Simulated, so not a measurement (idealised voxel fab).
process module | voxel transistor to metal
cross-section cut | 210 nm wide | cells 5 nm
A cross-section is a grid of square cells, given in bands from the top down. A band is one or more rows of cells.
Each band's line starts with the height of the band's top and of its bottom, in nm. Then come its materials from left to right, each with its width in nm. One material with "throughout" fills the band from edge to edge. "air" is empty space.
Height 0 is the level under which the wafer as received is all one material. The lowest band goes on downwards, as in "0 down".
A width such as "30 to 40" changes by the same amount from each row of cells to the next, from the band's top row to its bottom row.
"no change" after a step means that no cell of the cross-section changed.
closed voids: empty space of 8 cells or more with no open way to the top, each as width x height at its distance from the left edge, in nm
after a step's settings: what the simulator itself notes on the step
overlay nm, on a step with a mask: how far to the right of its planned place the mask lay; to the left if negative
plan
1 op RECEIVE | material Si
2 op CONFORMAL_DEP | material SiO2 | thk nm 5
3 op CONFORMAL_DEP | material SiN | thk nm 10
4 op MASKED_ETCH | tone cover | mask id ACTIVE | width nm 115 | etch materials SiN | depth nm 10 | overlay nm 0
5 op MASKED_ETCH | tone cover | mask id ACTIVE | width nm 115 | etch materials SiO2 | depth nm 5 | overlay nm 0
6 op MASKED_ETCH | tone cover | mask id ACTIVE | width nm 115 | etch materials Si | depth nm 35 | overlay nm 0
7 op OXIDIZE | depth nm 5
8 op FILL_DEP | material SiO2 | thk nm 15
9 op CMP | height nm 15
10 op SELECTIVE_ETCH | etch materials SiO2 | depth nm 5
11 op STRIP | etch materials SiN
12 op SELECTIVE_ETCH | etch materials SiO2 | depth nm 5
13 op OXIDIZE | depth nm 5
14 op DIRECTIONAL_DEP | material polySi | thk nm 30
15 op DIRECTIONAL_DEP | material SiCN | thk nm 10
16 op PATTERN | tone cover | mask id GATE | material resist | width nm 25 | thk nm 15 | overlay nm 0
17 op DIRECTIONAL_ETCH | etch materials SiCN | depth nm 20
18 op DIRECTIONAL_ETCH | etch materials polySi | depth nm 40
19 op STRIP | etch materials resist
20 op CONFORMAL_DEP | material SiN | thk nm 10
21 op DIRECTIONAL_ETCH | etch materials SiN | depth nm 10
22 op DIRECTIONAL_ETCH | etch materials SiO2 | depth nm 5
23 op EPI | material nSi | thk nm 5
24 op FILL_DEP | material SiO2 | thk nm 5
25 op CMP | height nm 40
26 op DIRECTIONAL_DEP | material SiO2 | thk nm 10
27 op DIRECTIONAL_DEP | material aC | thk nm 10
28 op PATTERN | tone open | mask id CONTACT | material resist | width nm 20 | pitch nm 75 | thk nm 30 | overlay nm 0
29 op DIRECTIONAL_ETCH | etch materials aC | depth nm 10
30 op STRIP | etch materials resist
31 op DIRECTIONAL_ETCH | etch materials SiO2 | depth nm 50
32 op STRIP | etch materials aC
33 op CONFORMAL_DEP | material TiN | thk nm 5
34 op FILL_DEP | material Ru | thk nm 5
35 op CMP | height nm 50
36 op CONFORMAL_DEP | material SiCN | thk nm 5
37 op DIRECTIONAL_DEP | material lowk | thk nm 15
38 op PATTERN | tone open | mask id METAL_1 | material resist | width nm 20 | pitch nm 75 | thk nm 20 | overlay nm 0
39 op DIRECTIONAL_ETCH | etch materials lowk | depth nm 15
40 op DIRECTIONAL_ETCH | etch materials SiCN | depth nm 5
41 op STRIP | etch materials resist
42 op CONFORMAL_DEP | material TiN | thk nm 5
43 op FILL_DEP | material W | thk nm 5
44 op CMP | height nm 70
45 op CONFORMAL_DEP | material SiN | thk nm 5
first wafer, as planned
as received, after step 1
  0 down: Si throughout
  closed voids: none
after step 2
  5 to 0: SiO2 throughout
  below 0: unchanged
after step 3
  15 to 5: SiN throughout
  below 5: unchanged
after step 4
  15 to 5: air 45 | SiN 115 | air 50
  below 5: unchanged
after step 5
  15 to 5: air 45 | SiN 115 | air 50
  5 to 0: air 45 | SiO2 115 | air 50
  below 0: unchanged
after step 6
  15 to 5: air 45 | SiN 115 | air 50
  5 to 0: air 45 | SiO2 115 | air 50
  0 to -35: air 45 | Si 115 | air 50
  below -35: unchanged
after step 7
  15 to 5: air 45 | SiN 115 | air 50
  5 to 0: air 45 | SiO2 115 | air 50
  0 to -35: air 45 | SiO2 5 | Si 105 | SiO2 5 | air 50
  -35 to -40: SiO2 50 | Si 105 | SiO2 55
  below -40: unchanged
after step 8
  30 to 15: SiO2 throughout
  15 to 5: SiO2 45 | SiN 115 | SiO2 50
  5 to 0: SiO2 throughout
  0 to -40: SiO2 50 | Si 105 | SiO2 55
  below -40: unchanged
after step 9
  15 to 5: SiO2 45 | SiN 115 | SiO2 50
  below 5: unchanged
after step 10
  15 to 10: air 45 | SiN 115 | air 50
  below 10: unchanged
after step 11
  10 to 5: SiO2 45 | air 115 | SiO2 50
  below 5: unchanged
after step 12
  5 to 0: SiO2 40 | air 125 | SiO2 45
  below 0: unchanged
after step 13
  5 to 0: SiO2 40 | air 125 | SiO2 45
  0 to -5: SiO2 throughout
  below -5: unchanged
after step 14
  35 to 30: polySi 40 | air 125 | polySi 45
  30 to 5: polySi throughout
  5 to 0: SiO2 40 | polySi 125 | SiO2 45
  below 0: unchanged
after step 15
  45 to 40: SiCN 40 | air 125 | SiCN 45
  40 to 35: SiCN throughout
  35 to 30: polySi 40 | SiCN 125 | polySi 45
  below 30: unchanged
after step 16
  60 to 45: air 90 | resist 25 | air 95
  45 to 40: SiCN 40 | air 50 | resist 25 | air 50 | SiCN 45
  below 40: unchanged
after step 17
  60 to 40: air 90 | resist 25 | air 95
  40 to 35: air 90 | SiCN 25 | air 95
  35 to 30: polySi 40 | air 50 | SiCN 25 | air 50 | polySi 45
  below 30: unchanged
after step 18
  60 to 40: air 90 | resist 25 | air 95
  40 to 30: air 90 | SiCN 25 | air 95
  30 to 5: air 90 | polySi 25 | air 95
  5 to 0: SiO2 40 | air 50 | polySi 25 | air 50 | SiO2 45
  below 0: unchanged
after step 19
  40 to 30: air 90 | SiCN 25 | air 95
  below 30: unchanged
after step 20
  50 to 40: air 80 | SiN 45 | air 85
  40 to 30: air 80 | SiN 10 | SiCN 25 | SiN 10 | air 85
  30 to 15: air 80 | SiN 10 | polySi 25 | SiN 10 | air 85
  15 to 10: SiN 50 | air 30 | SiN 10 | polySi 25 | SiN 10 | air 30 | SiN 55
  10 to 5: SiN 90 | polySi 25 | SiN 95
  5 to 0: SiO2 40 | SiN 50 | polySi 25 | SiN 50 | SiO2 45
  below 0: unchanged
after step 21
  40 to 30: air 80 | SiN 10 | SiCN 25 | SiN 10 | air 85
  30 to 5: air 80 | SiN 10 | polySi 25 | SiN 10 | air 85
  5 to 0: SiO2 40 | SiN 10 | air 30 | SiN 10 | polySi 25 | SiN 10 | air 30 | SiN 10 | SiO2 45
  below 0: unchanged
after step 22
  40 to 30: air 80 | SiN 10 | SiCN 25 | SiN 10 | air 85
  30 to 5: air 80 | SiN 10 | polySi 25 | SiN 10 | air 85
  5 to 0: air 40 | SiN 10 | air 30 | SiN 10 | polySi 25 | SiN 10 | air 30 | SiN 10 | air 45
  0 to -5: SiO2 50 | air 30 | SiO2 45 | air 30 | SiO2 55
  below -5: unchanged
after step 23
  40 to 30: air 80 | SiN 10 | SiCN 25 | SiN 10 | air 85
  30 to 5: air 80 | SiN 10 | polySi 25 | SiN 10 | air 85
  5 to 0: air 40 | SiN 10 | air 30 | SiN 10 | polySi 25 | SiN 10 | air 30 | SiN 10 | air 45
  0 to -5: SiO2 50 | nSi 30 | SiO2 45 | nSi 30 | SiO2 55
  below -5: unchanged
after step 24
  45 to 40: SiO2 throughout
  40 to 30: SiO2 80 | SiN 10 | SiCN 25 | SiN 10 | SiO2 85
  30 to 5: SiO2 80 | SiN 10 | polySi 25 | SiN 10 | SiO2 85
  5 to 0: SiO2 40 | SiN 10 | SiO2 30 | SiN 10 | polySi 25 | SiN 10 | SiO2 30 | SiN 10 | SiO2 45
  below 0: unchanged
after step 25
  40 to 30: SiO2 80 | SiN 10 | SiCN 25 | SiN 10 | SiO2 85
  below 30: unchanged
after step 26
  50 to 40: SiO2 throughout
  below 40: unchanged
after step 27
  60 to 50: aC throughout
  below 50: unchanged
after step 28
  90 to 60: resist 55 | air 20 | resist 55 | air 20 | resist 60
  below 60: unchanged
after step 29
  80 to 60: resist 55 | air 20 | resist 55 | air 20 | resist 60
  60 to 50: aC 55 | air 20 | aC 55 | air 20 | aC 60
  below 50: unchanged
after step 30
  60 to 50: aC 55 | air 20 | aC 55 | air 20 | aC 60
  below 50: unchanged
after step 31
  60 to 50: aC 55 | air 20 | aC 55 | air 20 | aC 60
  50 to 40: SiO2 55 | air 20 | SiO2 55 | air 20 | SiO2 60
  40 to 30: SiO2 55 | air 20 | SiO2 5 | SiN 10 | SiCN 25 | SiN 10 | SiO2 5 | air 20 | SiO2 60
  30 to 5: SiO2 55 | air 20 | SiO2 5 | SiN 10 | polySi 25 | SiN 10 | SiO2 5 | air 20 | SiO2 60
  5 to 0: SiO2 40 | SiN 10 | SiO2 5 | air 20 | SiO2 5 | SiN 10 | polySi 25 | SiN 10 | SiO2 5 | air 20 | SiO2 5 | SiN 10 | SiO2 45
  below 0: unchanged
after step 32
  50 to 40: SiO2 55 | air 20 | SiO2 55 | air 20 | SiO2 60
  below 40: unchanged
after step 33
  55 to 50: TiN 60 | air 10 | TiN 65 | air 10 | TiN 65
  50 to 40: SiO2 55 | TiN 5 | air 10 | TiN 5 | SiO2 55 | TiN 5 | air 10 | TiN 5 | SiO2 60
  40 to 30: SiO2 55 | TiN 5 | air 10 | TiN 5 | SiO2 5 | SiN 10 | SiCN 25 | SiN 10 | SiO2 5 | TiN 5 | air 10 | TiN 5 | SiO2 60
  30 to 5: SiO2 55 | TiN 5 | air 10 | TiN 5 | SiO2 5 | SiN 10 | polySi 25 | SiN 10 | SiO2 5 | TiN 5 | air 10 | TiN 5 | SiO2 60
  5 to 0: SiO2 40 | SiN 10 | SiO2 5 | TiN 20 | SiO2 5 | SiN 10 | polySi 25 | SiN 10 | SiO2 5 | TiN 20 | SiO2 5 | SiN 10 | SiO2 45
  below 0: unchanged
after step 34
  60 to 55: Ru throughout
  55 to 50: TiN 60 | Ru 10 | TiN 65 | Ru 10 | TiN 65
  50 to 40: SiO2 55 | TiN 5 | Ru 10 | TiN 5 | SiO2 55 | TiN 5 | Ru 10 | TiN 5 | SiO2 60
  40 to 30: SiO2 55 | TiN 5 | Ru 10 | TiN 5 | SiO2 5 | SiN 10 | SiCN 25 | SiN 10 | SiO2 5 | TiN 5 | Ru 10 | TiN 5 | SiO2 60
  30 to 5: SiO2 55 | TiN 5 | Ru 10 | TiN 5 | SiO2 5 | SiN 10 | polySi 25 | SiN 10 | SiO2 5 | TiN 5 | Ru 10 | TiN 5 | SiO2 60
  below 5: unchanged
after step 35
  50 to 40: SiO2 55 | TiN 5 | Ru 10 | TiN 5 | SiO2 55 | TiN 5 | Ru 10 | TiN 5 | SiO2 60
  below 40: unchanged
after step 36
  55 to 50: SiCN throughout
  below 50: unchanged
after step 37
  70 to 55: lowk throughout
  below 55: unchanged
after step 38
  90 to 70: resist 55 | air 20 | resist 55 | air 20 | resist 60
  below 70: unchanged
after step 39
  90 to 70: resist 55 | air 20 | resist 55 | air 20 | resist 60
  70 to 55: lowk 55 | air 20 | lowk 55 | air 20 | lowk 60
  below 55: unchanged
after step 40
  90 to 70: resist 55 | air 20 | resist 55 | air 20 | resist 60
  70 to 55: lowk 55 | air 20 | lowk 55 | air 20 | lowk 60
  55 to 50: SiCN 55 | air 20 | SiCN 55 | air 20 | SiCN 60
  below 50: unchanged
after step 41
  70 to 55: lowk 55 | air 20 | lowk 55 | air 20 | lowk 60
  below 55: unchanged
after step 42
  75 to 70: TiN 60 | air 10 | TiN 65 | air 10 | TiN 65
  70 to 55: lowk 55 | TiN 5 | air 10 | TiN 5 | lowk 55 | TiN 5 | air 10 | TiN 5 | lowk 60
  55 to 50: SiCN 55 | TiN 20 | SiCN 55 | TiN 20 | SiCN 60
  below 50: unchanged
after step 43
  80 to 75: W throughout
  75 to 70: TiN 60 | W 10 | TiN 65 | W 10 | TiN 65
  70 to 55: lowk 55 | TiN 5 | W 10 | TiN 5 | lowk 55 | TiN 5 | W 10 | TiN 5 | lowk 60
  below 55: unchanged
after step 44
  70 to 55: lowk 55 | TiN 5 | W 10 | TiN 5 | lowk 55 | TiN 5 | W 10 | TiN 5 | lowk 60
  below 55: unchanged
after step 45
  75 to 70: SiN throughout
  below 70: unchanged
second wafer: like start, like plan, one mistake. Through step 8 it matches the first wafer
when step 9 should have ended: no change
when step 10 should have ended
  25 to 15: SiO2 throughout
  below 15: unchanged
when step 11 should have ended: no change
when step 12 should have ended
  20 to 15: SiO2 throughout
  below 15: unchanged
when step 13 should have ended: no change
when step 14 should have ended
  50 to 20: polySi throughout
  below 20: unchanged
when step 15 should have ended
  60 to 50: SiCN throughout
  below 50: unchanged
when step 16 should have ended
  75 to 60: air 90 | resist 25 | air 95
  below 60: unchanged
when step 17 should have ended
  75 to 60: air 90 | resist 25 | air 95
  60 to 50: air 90 | SiCN 25 | air 95
  below 50: unchanged
when step 18 should have ended
  75 to 60: air 90 | resist 25 | air 95
  60 to 50: air 90 | SiCN 25 | air 95
  50 to 20: air 90 | polySi 25 | air 95
  below 20: unchanged
when step 19 should have ended
  60 to 50: air 90 | SiCN 25 | air 95
  below 50: unchanged
when step 20 should have ended
  70 to 60: air 80 | SiN 45 | air 85
  60 to 50: air 80 | SiN 10 | SiCN 25 | SiN 10 | air 85
  50 to 30: air 80 | SiN 10 | polySi 25 | SiN 10 | air 85
  30 to 20: SiN 90 | polySi 25 | SiN 95
  below 20: unchanged
when step 21 should have ended
  60 to 50: air 80 | SiN 10 | SiCN 25 | SiN 10 | air 85
  50 to 20: air 80 | SiN 10 | polySi 25 | SiN 10 | air 85
  below 20: unchanged
when step 22 should have ended
  60 to 50: air 80 | SiN 10 | SiCN 25 | SiN 10 | air 85
  50 to 20: air 80 | SiN 10 | polySi 25 | SiN 10 | air 85
  20 to 15: air 80 | SiO2 45 | air 85
  below 15: unchanged
when step 23 should have ended: no change
when step 24 should have ended
  65 to 60: SiO2 throughout
  60 to 50: SiO2 80 | SiN 10 | SiCN 25 | SiN 10 | SiO2 85
  50 to 20: SiO2 80 | SiN 10 | polySi 25 | SiN 10 | SiO2 85
  20 to 15: SiO2 throughout
  below 15: unchanged
when step 25 should have ended
  40 to 20: SiO2 80 | SiN 10 | polySi 25 | SiN 10 | SiO2 85
  below 20: unchanged
when step 26 should have ended
  50 to 40: SiO2 throughout
  below 40: unchanged
when step 27 should have ended
  60 to 50: aC throughout
  below 50: unchanged
when step 28 should have ended
  90 to 60: resist 55 | air 20 | resist 55 | air 20 | resist 60
  below 60: unchanged
when step 29 should have ended
  80 to 60: resist 55 | air 20 | resist 55 | air 20 | resist 60
  60 to 50: aC 55 | air 20 | aC 55 | air 20 | aC 60
  below 50: unchanged
when step 30 should have ended
  60 to 50: aC 55 | air 20 | aC 55 | air 20 | aC 60
  below 50: unchanged
when step 31 should have ended
  60 to 50: aC 55 | air 20 | aC 55 | air 20 | aC 60
  50 to 40: SiO2 55 | air 20 | SiO2 55 | air 20 | SiO2 60
  40 to 20: SiO2 55 | air 20 | SiO2 5 | SiN 10 | polySi 25 | SiN 10 | SiO2 5 | air 20 | SiO2 60
  20 to 15: SiO2 55 | air 20 | SiO2 55 | air 20 | SiO2 60
  below 15: unchanged
when step 32 should have ended
  50 to 40: SiO2 55 | air 20 | SiO2 55 | air 20 | SiO2 60
  below 40: unchanged
when step 33 should have ended
  55 to 50: TiN 60 | air 10 | TiN 65 | air 10 | TiN 65
  50 to 40: SiO2 55 | TiN 5 | air 10 | TiN 5 | SiO2 55 | TiN 5 | air 10 | TiN 5 | SiO2 60
  40 to 20: SiO2 55 | TiN 5 | air 10 | TiN 5 | SiO2 5 | SiN 10 | polySi 25 | SiN 10 | SiO2 5 | TiN 5 | air 10 | TiN 5 | SiO2 60
  20 to 15: SiO2 55 | TiN 20 | SiO2 55 | TiN 20 | SiO2 60
  below 15: unchanged
when step 34 should have ended
  60 to 55: Ru throughout
  55 to 50: TiN 60 | Ru 10 | TiN 65 | Ru 10 | TiN 65
  50 to 40: SiO2 55 | TiN 5 | Ru 10 | TiN 5 | SiO2 55 | TiN 5 | Ru 10 | TiN 5 | SiO2 60
  40 to 20: SiO2 55 | TiN 5 | Ru 10 | TiN 5 | SiO2 5 | SiN 10 | polySi 25 | SiN 10 | SiO2 5 | TiN 5 | Ru 10 | TiN 5 | SiO2 60
  below 20: unchanged
when step 35 should have ended
  50 to 40: SiO2 55 | TiN 5 | Ru 10 | TiN 5 | SiO2 55 | TiN 5 | Ru 10 | TiN 5 | SiO2 60
  below 40: unchanged
when step 36 should have ended
  55 to 50: SiCN throughout
  below 50: unchanged
when step 37 should have ended
  70 to 55: lowk throughout
  below 55: unchanged
when step 38 should have ended
  90 to 70: resist 55 | air 20 | resist 55 | air 20 | resist 60
  below 70: unchanged
when step 39 should have ended
  90 to 70: resist 55 | air 20 | resist 55 | air 20 | resist 60
  70 to 55: lowk 55 | air 20 | lowk 55 | air 20 | lowk 60
  below 55: unchanged
when step 40 should have ended
  90 to 70: resist 55 | air 20 | resist 55 | air 20 | resist 60
  70 to 55: lowk 55 | air 20 | lowk 55 | air 20 | lowk 60
  55 to 50: SiCN 55 | air 20 | SiCN 55 | air 20 | SiCN 60
  below 50: unchanged
when step 41 should have ended
  70 to 55: lowk 55 | air 20 | lowk 55 | air 20 | lowk 60
  below 55: unchanged
when step 42 should have ended
  75 to 70: TiN 60 | air 10 | TiN 65 | air 10 | TiN 65
  70 to 55: lowk 55 | TiN 5 | air 10 | TiN 5 | lowk 55 | TiN 5 | air 10 | TiN 5 | lowk 60
  55 to 50: SiCN 55 | TiN 20 | SiCN 55 | TiN 20 | SiCN 60
  below 50: unchanged
when step 43 should have ended
  80 to 75: W throughout
  75 to 70: TiN 60 | W 10 | TiN 65 | W 10 | TiN 65
  70 to 55: lowk 55 | TiN 5 | W 10 | TiN 5 | lowk 55 | TiN 5 | W 10 | TiN 5 | lowk 60
  below 55: unchanged
when step 44 should have ended
  70 to 55: lowk 55 | TiN 5 | W 10 | TiN 5 | lowk 55 | TiN 5 | W 10 | TiN 5 | lowk 60
  below 55: unchanged
when step 45 should have ended
  75 to 70: SiN throughout
  below 70: unchanged
what went wrong: step 9 was left out
at the end the second wafer has, in cells: 12 fewer of Ru | 21 more of Si | 10 fewer of SiCN | 26 more of SiN | 9 more of SiO2 | 12 fewer of TiN | 12 fewer of nSi | 10 fewer of polySi
